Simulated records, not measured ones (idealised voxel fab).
Proc. module: voxel spacer lines
Xsec cut, 225 nm wide, square cell size 5 nm.
A cross-section is written here as square cells arranged in a grid, and it is given in bands from the top down, each band taking up one or more rows of cells. Heights first: top, then bottom, in nm. Then materials, left to right, each with a width in nm. "all across" on a single material: fills the band edge to edge. "empty": empty space. Heads up on the height convention: 0 is the point under which the incoming wafer is all one material, and the lowest band has no bottom, it just keeps going down, like "0 and below". The notation "30..40" denotes a width that varies across the rows of cells in the band, beginning at the first number in the top row, finishing at the second number in the bottom row, and changing by an identical amount from each row to the next. Take "no alteration" at face value: in the step it is given for, the cross-section changed in none of its cells. For the entry "Enclosed void entries", the listed items are empty spaces with no open way to the top whose size is 8 cells or more; each item follows the pattern width x height at distance, where distance is from the left edge and all three are in nm. Note: text after step settings on the step line = simulator remark on that step. "overlay nm" denotes, for a step that has a mask, the displacement of the mask to the right of its planned place, with negative values corresponding to the left.

-- Steps planned for the process
| 1 | RECEIVE: material Si |
| 2 | CONFORMAL_DEP: material Al2O3, thk nm 5 |
| 3 | DIRECTIONAL_DEP: material W, thk nm 10 |
| 4 | DIRECTIONAL_DEP: material aC, thk nm 30 |
| 5 | PATTERN: tone cover, mask id MANDREL, material resist, width nm 25, pitch nm 70, thk nm 40, overlay nm 0 |
| 6 | DIRECTIONAL_ETCH: etch materials aC, depth nm 30 |
| 7 | STRIP: etch materials resist |
| 8 | CONFORMAL_DEP: material SiO2, thk nm 10 |
| 9 | DIRECTIONAL_ETCH: etch materials SiO2, depth nm 10 |
| 10 | STRIP: etch materials aC |
| 11 | DIRECTIONAL_ETCH: etch materials W, depth nm 10 |
| 12 | STRIP: etch materials SiO2 |
| 13 | FILL_DEP: material SiO2, thk nm 5 |
| 14 | CMP: height nm 15 |

-- Cross-sectional view of the wafer in its as-received condition, corresponding to the state after step 1
* 0 and below | Si all across
* Enclosed void entries: none

-- Sectioned view, first of two wafers, at the close of the module, processed as intended in the plan
* 15 down to 5 | SiO2=20, W=10, SiO2=25, W=10, SiO2=25, W=10, SiO2=25, W=10, SiO2=25, W=10, SiO2=25, W=10, SiO2=20
* 5 down to 0 | Al2O3 all across
* 0 and below | Si all across
* Enclosed void entries: none

-- What the second wafer looks like in cross-section once the module is done. Its start and its plan matched the first wafer's exactly; what differed was one mistake in how it was run
* 5 down to 0 | Al2O3 all across
* 0 and below | Si all across
* Enclosed void entries: none
Run error: planned and actual differ for step 14; actual: CMP: height nm 5
It is noted that, at the conclusion of processing, the second wafer exhibits a higher or lower cell count for certain materials relative to the first: 66 fewer of SiO2 | 24 fewer of W
